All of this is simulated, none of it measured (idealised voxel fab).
process module | voxel capacitor over wiring
The width of the displayed cross-section, cut, is 145 nm; its cells are square, with a size of 5 nm.
This document writes a cross-section as a grid whose cells are square, and gives it as bands, listed from the top down; one or more rows of cells form a band.
The band entry comprises the height of the band's top followed by the height of its bottom, expressed in nm, and subsequently the band's materials from left to right, each stated together with its width in nm. Where a single material is marked with the word "throughout", that material fills the band from edge to edge. The word "empty" represents empty space.
The level at which height equals 0 is the one under which the wafer, as it arrives, is entirely one material. No lower edge exists for the bottom band, which continues downward and is notated as in "0..down".
Quick explanation for "30 to 40": the width changes in equal steps down the rows of cells, from the first number in the band's top row to the second number in its bottom row.
It should be understood that the words "identical to before", when stated for a given step, signify that the cross-section underwent no change in any of its cells during that step.
Empty spaces without an open route to the top, at least 8 cells in extent, make up the entry "Unvented cavities"; each is given as width x height at distance, where the distance is measured from the left edge, and all are in nm.
That trailing text on a step's line, after the settings, is the simulator's own remark on the step.
"overlay nm" on a masked step: distance the mask lay right of its planned place, negative for left.
The planned process steps are enumerated hereunder
| 1 | RECEIVE: material Si |
| 2 | CONFORMAL_DEP: material SiO2, thk nm 15 |
| 3 | CONFORMAL_DEP: material SiN, thk nm 5 |
| 4 | DIRECTIONAL_DEP: material SiO2, thk nm 20 |
| 5 | DIRECTIONAL_DEP: material aC, thk nm 10 |
| 6 | PATTERN: tone open, mask id METAL_1, material resist, width nm 20, pitch nm 90, thk nm 30, overlay nm 0 |
| 7 | DIRECTIONAL_ETCH: etch materials aC, depth nm 10 |
| 8 | STRIP: etch materials resist |
| 9 | DIRECTIONAL_ETCH: etch materials SiO2, depth nm 20 |
| 10 | DIRECTIONAL_ETCH: etch materials SiN, depth nm 5 |
| 11 | STRIP: etch materials aC |
| 12 | CONFORMAL_DEP: material TiN, thk nm 5 |
| 13 | FILL_DEP: material Cu, thk nm 10 |
| 14 | CMP: height nm 40 |
| 15 | CONFORMAL_DEP: material SiCN, thk nm 5 |
| 16 | DIRECTIONAL_DEP: material lowk, thk nm 15 |
| 17 | DIRECTIONAL_DEP: material aC, thk nm 15 |
| 18 | PATTERN: tone open, mask id PLUG_1, material resist, width nm 15, thk nm 35, overlay nm 0 |
| 19 | DIRECTIONAL_ETCH: etch materials aC, depth nm 15 |
| 20 | STRIP: etch materials resist |
| 21 | DIRECTIONAL_ETCH: etch materials lowk, depth nm 15 |
| 22 | DIRECTIONAL_ETCH: etch materials SiCN, depth nm 5 |
| 23 | STRIP: etch materials aC |
| 24 | CONFORMAL_DEP: material TiN, thk nm 5 |
| 25 | FILL_DEP: material Cu, thk nm 5 |
| 26 | CMP: height nm 60 |
| 27 | DIRECTIONAL_DEP: material TiN, thk nm 5 |
| 28 | DIRECTIONAL_DEP: material SiN, thk nm 5 |
| 29 | DIRECTIONAL_DEP: material TiN, thk nm 5 |
| 30 | DIRECTIONAL_DEP: material aC, thk nm 10 |
| 31 | PATTERN: tone cover, mask id UPPER_PLATE, material resist, width nm 75, thk nm 30, overlay nm 0 |
| 32 | DIRECTIONAL_ETCH: etch materials aC, depth nm 10 |
| 33 | STRIP: etch materials resist |
| 34 | DIRECTIONAL_ETCH: etch materials TiN, depth nm 5 |
| 35 | DIRECTIONAL_ETCH: etch materials SiN, depth nm 5 |
| 36 | STRIP: etch materials aC |
| 37 | PATTERN: tone cover, mask id LOWER_PLATE, material resist, width nm 85, thk nm 15, overlay nm 0 |
| 38 | DIRECTIONAL_ETCH: etch materials TiN, depth nm 5 |
| 39 | STRIP: etch materials resist |
| 40 | FILL_DEP: material SiO2, thk nm 20 |
| 41 | CMP: height nm 90 |
| 42 | PATTERN: tone open, mask id PLUG_2, material resist, width nm 15, thk nm 15, overlay nm 0 |
| 43 | DIRECTIONAL_ETCH: etch materials SiO2, depth nm 15 |
| 44 | STRIP: etch materials resist |
| 45 | CONFORMAL_DEP: material TiN, thk nm 5 |
| 46 | FILL_DEP: material Ru, thk nm 10 |
| 47 | CMP: height nm 90 |
| 48 | CONFORMAL_DEP: material SiN, thk nm 5 |
First out of two wafers; run went to plan
Cross-section: wafer on arrival = after step 1
* 0..down = Si throughout
* Unvented cavities: none
Presented here is a cross-section of the wafer after step 2 has been performed
* 15..0 = SiO2 throughout
* Everything below 0 is unchanged.
Presented here is a cross-section of the wafer after step 3 has been performed
* 20..15 = SiN throughout
* Everything below 15 is unchanged.
Presented here is a cross-section of the wafer after step 4 has been performed
* 40..20 = SiO2 throughout
* Everything below 20 is unchanged.
Presented here is a cross-section of the wafer after step 5 has been performed
* 50..40 = aC throughout
* Everything below 40 is unchanged.
Presented here is a cross-section of the wafer after step 6 has been performed
* 80..50 = 15 resist, then 20 empty, then 70 resist, then 20 empty, then 20 resist
* Everything below 50 is unchanged.
Presented here is a cross-section of the wafer after step 7 has been performed
* 70..50 = 15 resist, then 20 empty, then 70 resist, then 20 empty, then 20 resist
* 50..40 = 15 aC, then 20 empty, then 70 aC, then 20 empty, then 20 aC
* Everything below 40 is unchanged.
Presented here is a cross-section of the wafer after step 8 has been performed
* 50..40 = 15 aC, then 20 empty, then 70 aC, then 20 empty, then 20 aC
* Everything below 40 is unchanged.
Presented here is a cross-section of the wafer after step 9 has been performed
* 50..40 = 15 aC, then 20 empty, then 70 aC, then 20 empty, then 20 aC
* 40..20 = 15 SiO2, then 20 empty, then 70 SiO2, then 20 empty, then 20 SiO2
* Everything below 20 is unchanged.
Presented here is a cross-section of the wafer after step 10 has been performed
* 50..40 = 15 aC, then 20 empty, then 70 aC, then 20 empty, then 20 aC
* 40..20 = 15 SiO2, then 20 empty, then 70 SiO2, then 20 empty, then 20 SiO2
* 20..15 = 15 SiN, then 20 empty, then 70 SiN, then 20 empty, then 20 SiN
* Everything below 15 is unchanged.
Presented here is a cross-section of the wafer after step 11 has been performed
* 40..20 = 15 SiO2, then 20 empty, then 70 SiO2, then 20 empty, then 20 SiO2
* Everything below 20 is unchanged.
Presented here is a cross-section of the wafer after step 12 has been performed
* 45..40 = 20 TiN, then 10 empty, then 80 TiN, then 10 empty, then 25 TiN
* 40..20 = 15 SiO2, then 5 TiN, then 10 empty, then 5 TiN, then 70 SiO2, then 5 TiN, then 10 empty, then 5 TiN, then 20 SiO2
* 20..15 = 15 SiN, then 20 TiN, then 70 SiN, then 20 TiN, then 20 SiN
* Everything below 15 is unchanged.
Presented here is a cross-section of the wafer after step 13 has been performed
* 55..45 = Cu throughout
* 45..40 = 20 TiN, then 10 Cu, then 80 TiN, then 10 Cu, then 25 TiN
* 40..20 = 15 SiO2, then 5 TiN, then 10 Cu, then 5 TiN, then 70 SiO2, then 5 TiN, then 10 Cu, then 5 TiN, then 20 SiO2
* Everything below 20 is unchanged.
Presented here is a cross-section of the wafer after step 14 has been performed
* 40..20 = 15 SiO2, then 5 TiN, then 10 Cu, then 5 TiN, then 70 SiO2, then 5 TiN, then 10 Cu, then 5 TiN, then 20 SiO2
* Everything below 20 is unchanged.
Presented here is a cross-section of the wafer after step 15 has been performed
* 45..40 = SiCN throughout
* Everything below 40 is unchanged.
Presented here is a cross-section of the wafer after step 16 has been performed
* 60..45 = lowk throughout
* Everything below 45 is unchanged.
Presented here is a cross-section of the wafer after step 17 has been performed
* 75..60 = aC throughout
* Everything below 60 is unchanged.
Presented here is a cross-section of the wafer after step 18 has been performed
* 110..75 = 20 resist, then 15 empty, then 110 resist
* Everything below 75 is unchanged.
Presented here is a cross-section of the wafer after step 19 has been performed
* 95..75 = 20 resist, then 15 empty, then 110 resist
* 75..60 = 20 aC, then 15 empty, then 110 aC
* Everything below 60 is unchanged.
Presented here is a cross-section of the wafer after step 20 has been performed
* 75..60 = 20 aC, then 15 empty, then 110 aC
* Everything below 60 is unchanged.
Presented here is a cross-section of the wafer after step 21 has been performed
* 75..60 = 20 aC, then 15 empty, then 110 aC
* 60..45 = 20 lowk, then 15 empty, then 110 lowk
* Everything below 45 is unchanged.
Presented here is a cross-section of the wafer after step 22 has been performed
* 75..60 = 20 aC, then 15 empty, then 110 aC
* 60..45 = 20 lowk, then 15 empty, then 110 lowk
* 45..40 = 20 SiCN, then 15 empty, then 110 SiCN
* Everything below 40 is unchanged.
Presented here is a cross-section of the wafer after step 23 has been performed
* 60..45 = 20 lowk, then 15 empty, then 110 lowk
* Everything below 45 is unchanged.
Presented here is a cross-section of the wafer after step 24 has been performed
* 65..60 = 25 TiN, then 5 empty, then 115 TiN
* 60..45 = 20 lowk, then 5 TiN, then 5 empty, then 5 TiN, then 110 lowk
* 45..40 = 20 SiCN, then 15 TiN, then 110 SiCN
* Everything below 40 is unchanged.
Presented here is a cross-section of the wafer after step 25 has been performed
* 70..65 = Cu throughout
* 65..60 = 25 TiN, then 5 Cu, then 115 TiN
* 60..45 = 20 lowk, then 5 TiN, then 5 Cu, then 5 TiN, then 110 lowk
* Everything below 45 is unchanged.
Presented here is a cross-section of the wafer after step 26 has been performed
* 60..45 = 20 lowk, then 5 TiN, then 5 Cu, then 5 TiN, then 110 lowk
* Everything below 45 is unchanged.
Presented here is a cross-section of the wafer after step 27 has been performed
* 65..60 = TiN throughout
* Everything below 60 is unchanged.
Presented here is a cross-section of the wafer after step 28 has been performed
* 70..65 = SiN throughout
* Everything below 65 is unchanged.
Presented here is a cross-section of the wafer after step 29 has been performed
* 75..70 = TiN throughout
* Everything below 70 is unchanged.
Presented here is a cross-section of the wafer after step 30 has been performed
* 85..75 = aC throughout
* Everything below 75 is unchanged.
Presented here is a cross-section of the wafer after step 31 has been performed
* 115..85 = 20 empty, then 75 resist, then 50 empty
* Everything below 85 is unchanged.
Presented here is a cross-section of the wafer after step 32 has been performed
* 105..85 = 20 empty, then 75 resist, then 50 empty
* 85..75 = 20 empty, then 75 aC, then 50 empty
* Everything below 75 is unchanged.
Presented here is a cross-section of the wafer after step 33 has been performed
* 85..75 = 20 empty, then 75 aC, then 50 empty
* Everything below 75 is unchanged.
Presented here is a cross-section of the wafer after step 34 has been performed
* 85..75 = 20 empty, then 75 aC, then 50 empty
* 75..70 = 20 empty, then 75 TiN, then 50 empty
* Everything below 70 is unchanged.
Presented here is a cross-section of the wafer after step 35 has been performed
* 85..75 = 20 empty, then 75 aC, then 50 empty
* 75..70 = 20 empty, then 75 TiN, then 50 empty
* 70..65 = 20 empty, then 75 SiN, then 50 empty
* Everything below 65 is unchanged.
Presented here is a cross-section of the wafer after step 36 has been performed
* 75..70 = 20 empty, then 75 TiN, then 50 empty
* Everything below 70 is unchanged.
Presented here is a cross-section of the wafer after step 37 has been performed
* 90..75 = 15 empty, then 85 resist, then 45 empty
* 75..70 = 15 empty, then 5 resist, then 75 TiN, then 5 resist, then 45 empty
* 70..65 = 15 empty, then 5 resist, then 75 SiN, then 5 resist, then 45 empty
* Everything below 65 is unchanged.
Presented here is a cross-section of the wafer after step 38 has been performed
* 90..75 = 15 empty, then 85 resist, then 45 empty
* 75..70 = 15 empty, then 5 resist, then 75 TiN, then 5 resist, then 45 empty
* 70..65 = 15 empty, then 5 resist, then 75 SiN, then 5 resist, then 45 empty
* 65..60 = 15 empty, then 85 TiN, then 45 empty
* Everything below 60 is unchanged.
Presented here is a cross-section of the wafer after step 39 has been performed
* 75..70 = 20 empty, then 75 TiN, then 50 empty
* 70..65 = 20 empty, then 75 SiN, then 50 empty
* Everything below 65 is unchanged.
Presented here is a cross-section of the wafer after step 40 has been performed
* 95..75 = SiO2 throughout
* 75..70 = 20 SiO2, then 75 TiN, then 50 SiO2
* 70..65 = 20 SiO2, then 75 SiN, then 50 SiO2
* 65..60 = 15 SiO2, then 85 TiN, then 45 SiO2
* Everything below 60 is unchanged.
Presented here is a cross-section of the wafer after step 41 has been performed
* 90..75 = SiO2 throughout
* Everything below 75 is unchanged.
Presented here is a cross-section of the wafer after step 42 has been performed
* 105..90 = 30 resist, then 15 empty, then 100 resist
* Everything below 90 is unchanged.
Presented here is a cross-section of the wafer after step 43 has been performed
* 105..90 = 30 resist, then 15 empty, then 100 resist
* 90..75 = 30 SiO2, then 15 empty, then 100 SiO2
* Everything below 75 is unchanged.
Presented here is a cross-section of the wafer after step 44 has been performed
* 90..75 = 30 SiO2, then 15 empty, then 100 SiO2
* Everything below 75 is unchanged.
Presented here is a cross-section of the wafer after step 45 has been performed
* 95..90 = 35 TiN, then 5 empty, then 105 TiN
* 90..80 = 30 SiO2, then 5 TiN, then 5 empty, then 5 TiN, then 100 SiO2
* 80..70 = 30 to 20 SiO2, then 15 to 75 TiN, then 100 to 50 SiO2
* Everything below 70 is unchanged.
Presented here is a cross-section of the wafer after step 46 has been performed
* 105..95 = Ru throughout
* 95..90 = 35 TiN, then 5 Ru, then 105 TiN
* 90..80 = 30 SiO2, then 5 TiN, then 5 Ru, then 5 TiN, then 100 SiO2
* Everything below 80 is unchanged.
Presented here is a cross-section of the wafer after step 47 has been performed
* 90..80 = 30 SiO2, then 5 TiN, then 5 Ru, then 5 TiN, then 100 SiO2
* Everything below 80 is unchanged.
Presented here is a cross-section of the wafer after step 48 has been performed
* 95..90 = SiN throughout
* Everything below 90 is unchanged.
The second wafer began exactly as the first did and followed the same plan, but one mistake was made while running it; through step 41 inclusive, the two wafers are identical
Second wafer: cross-section at the scheduled end of step 42
* 105..90 = 30 empty, then 15 resist, then 100 empty
* Everything below 90 is unchanged.
Second wafer: cross-section at the scheduled end of step 43
* 105..90 = 30 empty, then 15 resist, then 100 empty
* 90..75 = 30 empty, then 15 SiO2, then 100 empty
* Everything below 75 is unchanged.
Second wafer: cross-section at the scheduled end of step 44
* 90..75 = 30 empty, then 15 SiO2, then 100 empty
* Everything below 75 is unchanged.
Second wafer: cross-section at the scheduled end of step 45
* 95..90 = 25 empty, then 25 TiN, then 95 empty
* 90..80 = 25 empty, then 5 TiN, then 15 SiO2, then 5 TiN, then 95 empty
* 80..75 = 30 TiN, then 15 SiO2, then 100 TiN
* Everything below 75 is unchanged.
Second wafer: cross-section at the scheduled end of step 46
* 105..95 = Ru throughout
* 95..90 = 25 Ru, then 25 TiN, then 95 Ru
* 90..80 = 25 Ru, then 5 TiN, then 15 SiO2, then 5 TiN, then 95 Ru
* Everything below 80 is unchanged.
Second wafer: cross-section at the scheduled end of step 47
* 90..80 = 25 Ru, then 5 TiN, then 15 SiO2, then 5 TiN, then 95 Ru
* Everything below 80 is unchanged.
Second wafer: cross-section at the scheduled end of step 48
* 95..90 = SiN throughout
* Everything below 90 is unchanged.
Here's what went sideways: step 42 ran as: PATTERN: tone cover, mask id PLUG_2, material resist, width nm 15, thk nm 15, overlay nm 0
Cell-count delta at end, second wafer over first, by material: 46 more of Ru, 69 fewer of SiO2, 23 more of TiN
